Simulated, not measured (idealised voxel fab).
This is a process module. Its name is voxel wiring stack.
Cross-section cut: width 195 nm, square cells of 5 nm.
Cross-section, as written here: a square-cell grid given band by band from the top down, where a band holds one or more rows of cells.
Per band: top height and bottom height in nm, followed by the left-to-right materials and their widths in nm; "edge to edge" marks a single material spanning edge to edge, "air" marks empty space.
Note: height 0 marks the level under which the wafer is uniformly one material as received. Lowest band unbounded below, written "0..down".
Top row gets the first number, bottom row gets the second, and each row in between changes by the same step: that is how a band width like "30->40" works.
You'll sometimes find "remains unaltered" written for a step, and that's the way of saying that nowhere in the cross-section did a cell change during that step.
"Cavities, closed" specifies each empty space that is not open to the top and that occupies no fewer than 8 cells, using the form width x height at distance, the distance measured from the left edge and all three quantities in nm.
On each step's line, the part that comes after the settings is the simulator's own comment on the step.
"overlay nm", when on a step's line for a step with a mask, measures how far to the right of its planned place the mask lay; a negative measure means to the left.

[The steps planned for the process are as follows]
step 1: RECEIVE, material Si
step 2: CONFORMAL_DEP, material SiO2, thk nm 10
step 3: CONFORMAL_DEP, material SiCN, thk nm 5
step 4: DIRECTIONAL_DEP, material lowk, thk nm 20
step 5: MASKED_ETCH, tone open, mask id METAL_1, width nm 25, pitch nm 45, etch materials lowk, depth nm 20, overlay nm 0
step 6: MASKED_ETCH, tone open, mask id METAL_1, width nm 25, pitch nm 45, etch materials SiCN, depth nm 5, overlay nm 0
step 7: CONFORMAL_DEP, material TiN, thk nm 5
step 8: FILL_DEP, material Ru, thk nm 5
step 9: CMP, height nm 35
step 10: CONFORMAL_DEP, material SiCN, thk nm 5
step 11: DIRECTIONAL_DEP, material SiO2, thk nm 35
step 12: MASKED_ETCH, tone open, mask id METAL_2_HOLES, width nm 15, pitch nm 45, etch materials SiO2, depth nm 35, overlay nm 0
step 13: DIRECTIONAL_DEP, material aC, thk nm 15
step 14: PATTERN, tone open, mask id METAL_2, material resist, width nm 25, pitch nm 45, thk nm 30, overlay nm 0
step 15: DIRECTIONAL_ETCH, etch materials aC, depth nm 15
step 16: STRIP, etch materials resist
step 17: DIRECTIONAL_ETCH, etch materials SiO2, depth nm 20
step 18: DIRECTIONAL_ETCH, etch materials SiCN, depth nm 5
step 19: STRIP, etch materials aC
step 20: CONFORMAL_DEP, material TiN, thk nm 5
step 21: FILL_DEP, material Cu, thk nm 5
step 22: CMP, height nm 75
step 23: CONFORMAL_DEP, material SiCN, thk nm 5
step 24: DIRECTIONAL_DEP, material SiO2, thk nm 10
step 25: DIRECTIONAL_DEP, material aC, thk nm 10
step 26: PATTERN, tone open, mask id PLUG_2, material resist, width nm 15, pitch nm 90, thk nm 25, overlay nm 0
step 27: DIRECTIONAL_ETCH, etch materials aC, depth nm 10
step 28: STRIP, etch materials resist
step 29: DIRECTIONAL_ETCH, etch materials SiO2, depth nm 10
step 30: DIRECTIONAL_ETCH, etch materials SiCN, depth nm 5
step 31: STRIP, etch materials aC
step 32: CONFORMAL_DEP, material TiN, thk nm 5
step 33: FILL_DEP, material Cu, thk nm 5
step 34: CMP, height nm 90
step 35: DIRECTIONAL_DEP, material TiN, thk nm 5
step 36: DIRECTIONAL_DEP, material W, thk nm 20
step 37: MASKED_ETCH, tone cover, mask id METAL_3, width nm 25, pitch nm 45, etch materials W, depth nm 20, overlay nm 0
step 38: MASKED_ETCH, tone cover, mask id METAL_3, width nm 25, pitch nm 45, etch materials TiN, depth nm 5, overlay nm 0
step 39: CONFORMAL_DEP, material SiCN, thk nm 5
step 40: FILL_DEP, material SiO2, thk nm 10
step 41: CMP, height nm 115
step 42: CONFORMAL_DEP, material SiN, thk nm 5

[First of two wafers, processed according to plan]

[Cross-section of the wafer upon arrival, representing the state reached after step 1]
	0..down  Si edge to edge
	Cavities, closed: none

[Upon completion of step 2, the wafer appears in cross-section as shown]
	10..0  SiO2 edge to edge
	Rest of section, below 0: as before.

[Upon completion of step 3, the wafer appears in cross-section as shown]
	15..10  SiCN edge to edge
	Rest of section, below 10: as before.

[Upon completion of step 4, the wafer appears in cross-section as shown]
	35..15  lowk edge to edge
	Rest of section, below 15: as before.

[Upon completion of step 5, the wafer appears in cross-section as shown]
	35..15  40 of lowk, 25 of air, 20 of lowk, 25 of air, 20 of lowk, 25 of air, 40 of lowk
	Rest of section, below 15: as before.

[Upon completion of step 6, the wafer appears in cross-section as shown]
	35..15  40 of lowk, 25 of air, 20 of lowk, 25 of air, 20 of lowk, 25 of air, 40 of lowk
	15..10  40 of SiCN, 25 of air, 20 of SiCN, 25 of air, 20 of SiCN, 25 of air, 40 of SiCN
	Rest of section, below 10: as before.

[Upon completion of step 7, the wafer appears in cross-section as shown]
	40..35  45 of TiN, 15 of air, 30 of TiN, 15 of air, 30 of TiN, 15 of air, 45 of TiN
	35..15  40 of lowk, 5 of TiN, 15 of air, 5 of TiN, 20 of lowk, 5 of TiN, 15 of air, 5 of TiN, 20 of lowk, 5 of TiN, 15 of air, 5 of TiN, 40 of lowk
	15..10  40 of SiCN, 25 of TiN, 20 of SiCN, 25 of TiN, 20 of SiCN, 25 of TiN, 40 of SiCN
	Rest of section, below 10: as before.

[Upon completion of step 8, the wafer appears in cross-section as shown]
	45..40  Ru edge to edge
	40..35  45 of TiN, 15 of Ru, 30 of TiN, 15 of Ru, 30 of TiN, 15 of Ru, 45 of TiN
	35..15  40 of lowk, 5 of TiN, 15 of Ru, 5 of TiN, 20 of lowk, 5 of TiN, 15 of Ru, 5 of TiN, 20 of lowk, 5 of TiN, 15 of Ru, 5 of TiN, 40 of lowk
	Rest of section, below 15: as before.

[Upon completion of step 9, the wafer appears in cross-section as shown]
	35..15  40 of lowk, 5 of TiN, 15 of Ru, 5 of TiN, 20 of lowk, 5 of TiN, 15 of Ru, 5 of TiN, 20 of lowk, 5 of TiN, 15 of Ru, 5 of TiN, 40 of lowk
	Rest of section, below 15: as before.

[Upon completion of step 10, the wafer appears in cross-section as shown]
	40..35  SiCN edge to edge
	Rest of section, below 35: as before.

[Upon completion of step 11, the wafer appears in cross-section as shown]
	75..40  SiO2 edge to edge
	Rest of section, below 40: as before.

[Upon completion of step 12, the wafer appears in cross-section as shown]
	75..40  40 of SiO2, 15 of air, 30 of SiO2, 15 of air, 30 of SiO2, 15 of air, 50 of SiO2
	Rest of section, below 40: as before.

[Upon completion of step 13, the wafer appears in cross-section as shown]
	90..75  40 of aC, 15 of air, 30 of aC, 15 of air, 30 of aC, 15 of air, 50 of aC
	75..55  40 of SiO2, 15 of air, 30 of SiO2, 15 of air, 30 of SiO2, 15 of air, 50 of SiO2
	55..40  40 of SiO2, 15 of aC, 30 of SiO2, 15 of aC, 30 of SiO2, 15 of aC, 50 of SiO2
	Rest of section, below 40: as before.

[Upon completion of step 14, the wafer appears in cross-section as shown]
	120..90  40 of resist, 25 of air, 20 of resist, 25 of air, 20 of resist, 25 of air, 40 of resist
	Rest of section, below 90: as before.

[Upon completion of step 15, the wafer appears in cross-section as shown]
	105..90  40 of resist, 25 of air, 20 of resist, 25 of air, 20 of resist, 25 of air, 40 of resist
	90..75  40 of aC, 25 of air, 20 of aC, 25 of air, 20 of aC, 25 of air, 40 of aC
	75..40  40 of SiO2, 15 of air, 30 of SiO2, 15 of air, 30 of SiO2, 15 of air, 50 of SiO2
	Rest of section, below 40: as before.

[Upon completion of step 16, the wafer appears in cross-section as shown]
	90..75  40 of aC, 25 of air, 20 of aC, 25 of air, 20 of aC, 25 of air, 40 of aC
	Rest of section, below 75: as before.

[Upon completion of step 17, the wafer appears in cross-section as shown]
	90..75  40 of aC, 25 of air, 20 of aC, 25 of air, 20 of aC, 25 of air, 40 of aC
	75..55  40 of SiO2, 25 of air, 20 of SiO2, 25 of air, 20 of SiO2, 25 of air, 40 of SiO2
	Rest of section, below 55: as before.

[Upon completion of step 18, the wafer appears in cross-section as shown]
	90..75  40 of aC, 25 of air, 20 of aC, 25 of air, 20 of aC, 25 of air, 40 of aC
	75..55  40 of SiO2, 25 of air, 20 of SiO2, 25 of air, 20 of SiO2, 25 of air, 40 of SiO2
	55..40  40 of SiO2, 15 of air, 30 of SiO2, 15 of air, 30 of SiO2, 15 of air, 50 of SiO2
	40..35  40 of SiCN, 15 of air, 30 of SiCN, 15 of air, 30 of SiCN, 15 of air, 50 of SiCN
	Rest of section, below 35: as before.

[Upon completion of step 19, the wafer appears in cross-section as shown]
	75..55  40 of SiO2, 25 of air, 20 of SiO2, 25 of air, 20 of SiO2, 25 of air, 40 of SiO2
	Rest of section, below 55: as before.

[Upon completion of step 20, the wafer appears in cross-section as shown]
	80..75  45 of TiN, 15 of air, 30 of TiN, 15 of air, 30 of TiN, 15 of air, 45 of TiN
	75..60  40 of SiO2, 5 of TiN, 15 of air, 5 of TiN, 20 of SiO2, 5 of TiN, 15 of air, 5 of TiN, 20 of SiO2, 5 of TiN, 15 of air, 5 of TiN, 40 of SiO2
	60..55  40 of SiO2, 5 of TiN, 5 of air, 15 of TiN, 20 of SiO2, 5 of TiN, 5 of air, 15 of TiN, 20 of SiO2, 5 of TiN, 5 of air, 15 of TiN, 40 of SiO2
	55..40  40 of SiO2, 5 of TiN, 5 of air, 5 of TiN, 30 of SiO2, 5 of TiN, 5 of air, 5 of TiN, 30 of SiO2, 5 of TiN, 5 of air, 5 of TiN, 50 of SiO2
	40..35  40 of SiCN, 15 of TiN, 30 of SiCN, 15 of TiN, 30 of SiCN, 15 of TiN, 50 of SiCN
	Rest of section, below 35: as before.

[Upon completion of step 21, the wafer appears in cross-section as shown]
	85..80  Cu edge to edge
	80..75  45 of TiN, 15 of Cu, 30 of TiN, 15 of Cu, 30 of TiN, 15 of Cu, 45 of TiN
	75..60  40 of SiO2, 5 of TiN, 15 of Cu, 5 of TiN, 20 of SiO2, 5 of TiN, 15 of Cu, 5 of TiN, 20 of SiO2, 5 of TiN, 15 of Cu, 5 of TiN, 40 of SiO2
	60..55  40 of SiO2, 5 of TiN, 5 of Cu, 15 of TiN, 20 of SiO2, 5 of TiN, 5 of Cu, 15 of TiN, 20 of SiO2, 5 of TiN, 5 of Cu, 15 of TiN, 40 of SiO2
	55..40  40 of SiO2, 5 of TiN, 5 of Cu, 5 of TiN, 30 of SiO2, 5 of TiN, 5 of Cu, 5 of TiN, 30 of SiO2, 5 of TiN, 5 of Cu, 5 of TiN, 50 of SiO2
	Rest of section, below 40: as before.

[Upon completion of step 22, the wafer appears in cross-section as shown]
	75..60  40 of SiO2, 5 of TiN, 15 of Cu, 5 of TiN, 20 of SiO2, 5 of TiN, 15 of Cu, 5 of TiN, 20 of SiO2, 5 of TiN, 15 of Cu, 5 of TiN, 40 of SiO2
	Rest of section, below 60: as before.

[Upon completion of step 23, the wafer appears in cross-section as shown]
	80..75  SiCN edge to edge
	Rest of section, below 75: as before.

[Upon completion of step 24, the wafer appears in cross-section as shown]
	90..80  SiO2 edge to edge
	Rest of section, below 80: as before.

[Upon completion of step 25, the wafer appears in cross-section as shown]
	100..90  aC edge to edge
	Rest of section, below 90: as before.

[Upon completion of step 26, the wafer appears in cross-section as shown]
	125..100  40 of resist, 15 of air, 75 of resist, 15 of air, 50 of resist
	Rest of section, below 100: as before.

[Upon completion of step 27, the wafer appears in cross-section as shown]
	115..100  40 of resist, 15 of air, 75 of resist, 15 of air, 50 of resist
	100..90  40 of aC, 15 of air, 75 of aC, 15 of air, 50 of aC
	Rest of section, below 90: as before.

[Upon completion of step 28, the wafer appears in cross-section as shown]
	100..90  40 of aC, 15 of air, 75 of aC, 15 of air, 50 of aC
	Rest of section, below 90: as before.

[Upon completion of step 29, the wafer appears in cross-section as shown]
	100..90  40 of aC, 15 of air, 75 of aC, 15 of air, 50 of aC
	90..80  40 of SiO2, 15 of air, 75 of SiO2, 15 of air, 50 of SiO2
	Rest of section, below 80: as before.

[Upon completion of step 30, the wafer appears in cross-section as shown]
	100..90  40 of aC, 15 of air, 75 of aC, 15 of air, 50 of aC
	90..80  40 of SiO2, 15 of air, 75 of SiO2, 15 of air, 50 of SiO2
	80..75  40 of SiCN, 15 of air, 75 of SiCN, 15 of air, 50 of SiCN
	Rest of section, below 75: as before.

[Upon completion of step 31, the wafer appears in cross-section as shown]
	90..80  40 of SiO2, 15 of air, 75 of SiO2, 15 of air, 50 of SiO2
	Rest of section, below 80: as before.

[Upon completion of step 32, the wafer appears in cross-section as shown]
	95..90  45 of TiN, 5 of air, 85 of TiN, 5 of air, 55 of TiN
	90..80  40 of SiO2, 5 of TiN, 5 of air, 5 of TiN, 75 of SiO2, 5 of TiN, 5 of air, 5 of TiN, 50 of SiO2
	80..75  40 of SiCN, 15 of TiN, 75 of SiCN, 15 of TiN, 50 of SiCN
	Rest of section, below 75: as before.

[Upon completion of step 33, the wafer appears in cross-section as shown]
	100..95  Cu edge to edge
	95..90  45 of TiN, 5 of Cu, 85 of TiN, 5 of Cu, 55 of TiN
	90..80  40 of SiO2, 5 of TiN, 5 of Cu, 5 of TiN, 75 of SiO2, 5 of TiN, 5 of Cu, 5 of TiN, 50 of SiO2
	Rest of section, below 80: as before.

[Upon completion of step 34, the wafer appears in cross-section as shown]
	90..80  40 of SiO2, 5 of TiN, 5 of Cu, 5 of TiN, 75 of SiO2, 5 of TiN, 5 of Cu, 5 of TiN, 50 of SiO2
	Rest of section, below 80: as before.

[Upon completion of step 35, the wafer appears in cross-section as shown]
	95..90  TiN edge to edge
	Rest of section, below 90: as before.

[Upon completion of step 36, the wafer appears in cross-section as shown]
	115..95  W edge to edge
	Rest of section, below 95: as before.

[Upon completion of step 37, the wafer appears in cross-section as shown]
	115..95  40 of air, 25 of W, 20 of air, 25 of W, 20 of air, 25 of W, 40 of air
	Rest of section, below 95: as before.

[Upon completion of step 38, the wafer appears in cross-section as shown]
	115..95  40 of air, 25 of W, 20 of air, 25 of W, 20 of air, 25 of W, 40 of air
	95..90  40 of air, 25 of TiN, 20 of air, 25 of TiN, 20 of air, 25 of TiN, 40 of air
	Rest of section, below 90: as before.

[Upon completion of step 39, the wafer appears in cross-section as shown]
	120..115  35 of air, 35 of SiCN, 10 of air, 35 of SiCN, 10 of air, 35 of SiCN, 35 of air
	115..95  35 of air, 5 of SiCN, 25 of W, 5 of SiCN, 10 of air, 5 of SiCN, 25 of W, 5 of SiCN, 10 of air, 5 of SiCN, 25 of W, 5 of SiCN, 35 of air
	95..90  40 of SiCN, 25 of TiN, 20 of SiCN, 25 of TiN, 20 of SiCN, 25 of TiN, 40 of SiCN
	Rest of section, below 90: as before.

[Upon completion of step 40, the wafer appears in cross-section as shown]
	130..120  SiO2 edge to edge
	120..115  35 of SiO2, 35 of SiCN, 10 of SiO2, 35 of SiCN, 10 of SiO2, 35 of SiCN, 35 of SiO2
	115..95  35 of SiO2, 5 of SiCN, 25 of W, 5 of SiCN, 10 of SiO2, 5 of SiCN, 25 of W, 5 of SiCN, 10 of SiO2, 5 of SiCN, 25 of W, 5 of SiCN, 35 of SiO2
	Rest of section, below 95: as before.

[Upon completion of step 41, the wafer appears in cross-section as shown]
	115..95  35 of SiO2, 5 of SiCN, 25 of W, 5 of SiCN, 10 of SiO2, 5 of SiCN, 25 of W, 5 of SiCN, 10 of SiO2, 5 of SiCN, 25 of W, 5 of SiCN, 35 of SiO2
	Rest of section, below 95: as before.

[Upon completion of step 42, the wafer appears in cross-section as shown]
	120..115  SiN edge to edge
	Rest of section, below 115: as before.

[Wafer two. Same start, same plan, one slip in execution. Same as wafer one through step 4, inclusive]

[Cross-section: second wafer, time at which step 5 was scheduled to end]
	35..15  40 of air, 25 of lowk, 20 of air, 25 of lowk, 20 of air, 25 of lowk, 40 of air
	Rest of section, below 15: as before.

Cross-section: second wafer, time at which step 6 was scheduled to end: remains unaltered

[Cross-section: second wafer, time at which step 7 was scheduled to end]
	40..35  35 of air, 35 of TiN, 10 of air, 35 of TiN, 10 of air, 35 of TiN, 35 of air
	35..20  35 of air, 5 of TiN, 25 of lowk, 5 of TiN, 10 of air, 5 of TiN, 25 of lowk, 5 of TiN, 10 of air, 5 of TiN, 25 of lowk, 5 of TiN, 35 of air
	20..15  40 of TiN, 25 of lowk, 20 of TiN, 25 of lowk, 20 of TiN, 25 of lowk, 40 of TiN
	Rest of section, below 15: as before.

[Cross-section: second wafer, time at which step 8 was scheduled to end]
	45..40  Ru edge to edge
	40..35  35 of Ru, 35 of TiN, 10 of Ru, 35 of TiN, 10 of Ru, 35 of TiN, 35 of Ru
	35..20  35 of Ru, 5 of TiN, 25 of lowk, 5 of TiN, 10 of Ru, 5 of TiN, 25 of lowk, 5 of TiN, 10 of Ru, 5 of TiN, 25 of lowk, 5 of TiN, 35 of Ru
	Rest of section, below 20: as before.

[Cross-section: second wafer, time at which step 9 was scheduled to end]
	35..20  35 of Ru, 5 of TiN, 25 of lowk, 5 of TiN, 10 of Ru, 5 of TiN, 25 of lowk, 5 of TiN, 10 of Ru, 5 of TiN, 25 of lowk, 5 of TiN, 35 of Ru
	Rest of section, below 20: as before.

[Cross-section: second wafer, time at which step 10 was scheduled to end]
	40..35  SiCN edge to edge
	Rest of section, below 35: as before.

[Cross-section: second wafer, time at which step 11 was scheduled to end]
	75..40  SiO2 edge to edge
	Rest of section, below 40: as before.

[Cross-section: second wafer, time at which step 12 was scheduled to end]
	75..40  40 of SiO2, 15 of air, 30 of SiO2, 15 of air, 30 of SiO2, 15 of air, 50 of SiO2
	Rest of section, below 40: as before.

[Cross-section: second wafer, time at which step 13 was scheduled to end]
	90..75  40 of aC, 15 of air, 30 of aC, 15 of air, 30 of aC, 15 of air, 50 of aC
	75..55  40 of SiO2, 15 of air, 30 of SiO2, 15 of air, 30 of SiO2, 15 of air, 50 of SiO2
	55..40  40 of SiO2, 15 of aC, 30 of SiO2, 15 of aC, 30 of SiO2, 15 of aC, 50 of SiO2
	Rest of section, below 40: as before.

[Cross-section: second wafer, time at which step 14 was scheduled to end]
	120..90  40 of resist, 25 of air, 20 of resist, 25 of air, 20 of resist, 25 of air, 40 of resist
	Rest of section, below 90: as before.

[Cross-section: second wafer, time at which step 15 was scheduled to end]
	105..90  40 of resist, 25 of air, 20 of resist, 25 of air, 20 of resist, 25 of air, 40 of resist
	90..75  40 of aC, 25 of air, 20 of aC, 25 of air, 20 of aC, 25 of air, 40 of aC
	75..40  40 of SiO2, 15 of air, 30 of SiO2, 15 of air, 30 of SiO2, 15 of air, 50 of SiO2
	Rest of section, below 40: as before.

[Cross-section: second wafer, time at which step 16 was scheduled to end]
	90..75  40 of aC, 25 of air, 20 of aC, 25 of air, 20 of aC, 25 of air, 40 of aC
	Rest of section, below 75: as before.

[Cross-section: second wafer, time at which step 17 was scheduled to end]
	90..75  40 of aC, 25 of air, 20 of aC, 25 of air, 20 of aC, 25 of air, 40 of aC
	75..55  40 of SiO2, 25 of air, 20 of SiO2, 25 of air, 20 of SiO2, 25 of air, 40 of SiO2
	Rest of section, below 55: as before.

[Cross-section: second wafer, time at which step 18 was scheduled to end]
	90..75  40 of aC, 25 of air, 20 of aC, 25 of air, 20 of aC, 25 of air, 40 of aC
	75..55  40 of SiO2, 25 of air, 20 of SiO2, 25 of air, 20 of SiO2, 25 of air, 40 of SiO2
	55..40  40 of SiO2, 15 of air, 30 of SiO2, 15 of air, 30 of SiO2, 15 of air, 50 of SiO2
	40..35  40 of SiCN, 15 of air, 30 of SiCN, 15 of air, 30 of SiCN, 15 of air, 50 of SiCN
	Rest of section, below 35: as before.

[Cross-section: second wafer, time at which step 19 was scheduled to end]
	75..55  40 of SiO2, 25 of air, 20 of SiO2, 25 of air, 20 of SiO2, 25 of air, 40 of SiO2
	Rest of section, below 55: as before.

[Cross-section: second wafer, time at which step 20 was scheduled to end]
	80..75  45 of TiN, 15 of air, 30 of TiN, 15 of air, 30 of TiN, 15 of air, 45 of TiN
	75..60  40 of SiO2, 5 of TiN, 15 of air, 5 of TiN, 20 of SiO2, 5 of TiN, 15 of air, 5 of TiN, 20 of SiO2, 5 of TiN, 15 of air, 5 of TiN, 40 of SiO2
	60..55  40 of SiO2, 5 of TiN, 5 of air, 15 of TiN, 20 of SiO2, 5 of TiN, 5 of air, 15 of TiN, 20 of SiO2, 5 of TiN, 5 of air, 15 of TiN, 40 of SiO2
	55..40  40 of SiO2, 5 of TiN, 5 of air, 5 of TiN, 30 of SiO2, 5 of TiN, 5 of air, 5 of TiN, 30 of SiO2, 5 of TiN, 5 of air, 5 of TiN, 50 of SiO2
	40..35  40 of SiCN, 15 of TiN, 30 of SiCN, 15 of TiN, 30 of SiCN, 15 of TiN, 50 of SiCN
	Rest of section, below 35: as before.

[Cross-section: second wafer, time at which step 21 was scheduled to end]
	85..80  Cu edge to edge
	80..75  45 of TiN, 15 of Cu, 30 of TiN, 15 of Cu, 30 of TiN, 15 of Cu, 45 of TiN
	75..60  40 of SiO2, 5 of TiN, 15 of Cu, 5 of TiN, 20 of SiO2, 5 of TiN, 15 of Cu, 5 of TiN, 20 of SiO2, 5 of TiN, 15 of Cu, 5 of TiN, 40 of SiO2
	60..55  40 of SiO2, 5 of TiN, 5 of Cu, 15 of TiN, 20 of SiO2, 5 of TiN, 5 of Cu, 15 of TiN, 20 of SiO2, 5 of TiN, 5 of Cu, 15 of TiN, 40 of SiO2
	55..40  40 of SiO2, 5 of TiN, 5 of Cu, 5 of TiN, 30 of SiO2, 5 of TiN, 5 of Cu, 5 of TiN, 30 of SiO2, 5 of TiN, 5 of Cu, 5 of TiN, 50 of SiO2
	Rest of section, below 40: as before.

[Cross-section: second wafer, time at which step 22 was scheduled to end]
	75..60  40 of SiO2, 5 of TiN, 15 of Cu, 5 of TiN, 20 of SiO2, 5 of TiN, 15 of Cu, 5 of TiN, 20 of SiO2, 5 of TiN, 15 of Cu, 5 of TiN, 40 of SiO2
	Rest of section, below 60: as before.

[Cross-section: second wafer, time at which step 23 was scheduled to end]
	80..75  SiCN edge to edge
	Rest of section, below 75: as before.

[Cross-section: second wafer, time at which step 24 was scheduled to end]
	90..80  SiO2 edge to edge
	Rest of section, below 80: as before.

[Cross-section: second wafer, time at which step 25 was scheduled to end]
	100..90  aC edge to edge
	Rest of section, below 90: as before.

[Cross-section: second wafer, time at which step 26 was scheduled to end]
	125..100  40 of resist, 15 of air, 75 of resist, 15 of air, 50 of resist
	Rest of section, below 100: as before.

[Cross-section: second wafer, time at which step 27 was scheduled to end]
	115..100  40 of resist, 15 of air, 75 of resist, 15 of air, 50 of resist
	100..90  40 of aC, 15 of air, 75 of aC, 15 of air, 50 of aC
	Rest of section, below 90: as before.

[Cross-section: second wafer, time at which step 28 was scheduled to end]
	100..90  40 of aC, 15 of air, 75 of aC, 15 of air, 50 of aC
	Rest of section, below 90: as before.

[Cross-section: second wafer, time at which step 29 was scheduled to end]
	100..90  40 of aC, 15 of air, 75 of aC, 15 of air, 50 of aC
	90..80  40 of SiO2, 15 of air, 75 of SiO2, 15 of air, 50 of SiO2
	Rest of section, below 80: as before.

[Cross-section: second wafer, time at which step 30 was scheduled to end]
	100..90  40 of aC, 15 of air, 75 of aC, 15 of air, 50 of aC
	90..80  40 of SiO2, 15 of air, 75 of SiO2, 15 of air, 50 of SiO2
	80..75  40 of SiCN, 15 of air, 75 of SiCN, 15 of air, 50 of SiCN
	Rest of section, below 75: as before.

[Cross-section: second wafer, time at which step 31 was scheduled to end]
	90..80  40 of SiO2, 15 of air, 75 of SiO2, 15 of air, 50 of SiO2
	Rest of section, below 80: as before.

[Cross-section: second wafer, time at which step 32 was scheduled to end]
	95..90  45 of TiN, 5 of air, 85 of TiN, 5 of air, 55 of TiN
	90..80  40 of SiO2, 5 of TiN, 5 of air, 5 of TiN, 75 of SiO2, 5 of TiN, 5 of air, 5 of TiN, 50 of SiO2
	80..75  40 of SiCN, 15 of TiN, 75 of SiCN, 15 of TiN, 50 of SiCN
	Rest of section, below 75: as before.

[Cross-section: second wafer, time at which step 33 was scheduled to end]
	100..95  Cu edge to edge
	95..90  45 of TiN, 5 of Cu, 85 of TiN, 5 of Cu, 55 of TiN
	90..80  40 of SiO2, 5 of TiN, 5 of Cu, 5 of TiN, 75 of SiO2, 5 of TiN, 5 of Cu, 5 of TiN, 50 of SiO2
	Rest of section, below 80: as before.

[Cross-section: second wafer, time at which step 34 was scheduled to end]
	90..80  40 of SiO2, 5 of TiN, 5 of Cu, 5 of TiN, 75 of SiO2, 5 of TiN, 5 of Cu, 5 of TiN, 50 of SiO2
	Rest of section, below 80: as before.

[Cross-section: second wafer, time at which step 35 was scheduled to end]
	95..90  TiN edge to edge
	Rest of section, below 90: as before.

[Cross-section: second wafer, time at which step 36 was scheduled to end]
	115..95  W edge to edge
	Rest of section, below 95: as before.

[Cross-section: second wafer, time at which step 37 was scheduled to end]
	115..95  40 of air, 25 of W, 20 of air, 25 of W, 20 of air, 25 of W, 40 of air
	Rest of section, below 95: as before.

[Cross-section: second wafer, time at which step 38 was scheduled to end]
	115..95  40 of air, 25 of W, 20 of air, 25 of W, 20 of air, 25 of W, 40 of air
	95..90  40 of air, 25 of TiN, 20 of air, 25 of TiN, 20 of air, 25 of TiN, 40 of air
	Rest of section, below 90: as before.

[Cross-section: second wafer, time at which step 39 was scheduled to end]
	120..115  35 of air, 35 of SiCN, 10 of air, 35 of SiCN, 10 of air, 35 of SiCN, 35 of air
	115..95  35 of air, 5 of SiCN, 25 of W, 5 of SiCN, 10 of air, 5 of SiCN, 25 of W, 5 of SiCN, 10 of air, 5 of SiCN, 25 of W, 5 of SiCN, 35 of air
	95..90  40 of SiCN, 25 of TiN, 20 of SiCN, 25 of TiN, 20 of SiCN, 25 of TiN, 40 of SiCN
	Rest of section, below 90: as before.

[Cross-section: second wafer, time at which step 40 was scheduled to end]
	130..120  SiO2 edge to edge
	120..115  35 of SiO2, 35 of SiCN, 10 of SiO2, 35 of SiCN, 10 of SiO2, 35 of SiCN, 35 of SiO2
	115..95  35 of SiO2, 5 of SiCN, 25 of W, 5 of SiCN, 10 of SiO2, 5 of SiCN, 25 of W, 5 of SiCN, 10 of SiO2, 5 of SiCN, 25 of W, 5 of SiCN, 35 of SiO2
	Rest of section, below 95: as before.

[Cross-section: second wafer, time at which step 41 was scheduled to end]
	115..95  35 of SiO2, 5 of SiCN, 25 of W, 5 of SiCN, 10 of SiO2, 5 of SiCN, 25 of W, 5 of SiCN, 10 of SiO2, 5 of SiCN, 25 of W, 5 of SiCN, 35 of SiO2
	Rest of section, below 95: as before.

[Cross-section: second wafer, time at which step 42 was scheduled to end]
	120..115  SiN edge to edge
	Rest of section, below 115: as before.
Error vs. plan: step 5 deviated from plan and actually ran as MASKED_ETCH, tone cover, mask id METAL_1, width nm 25, pitch nm 45, etch materials lowk, depth nm 20, overlay nm 0
The second wafer ends with more or fewer cells of some materials than the first, per final count: Ru +18, SiCN +15, TiN +3, lowk -36
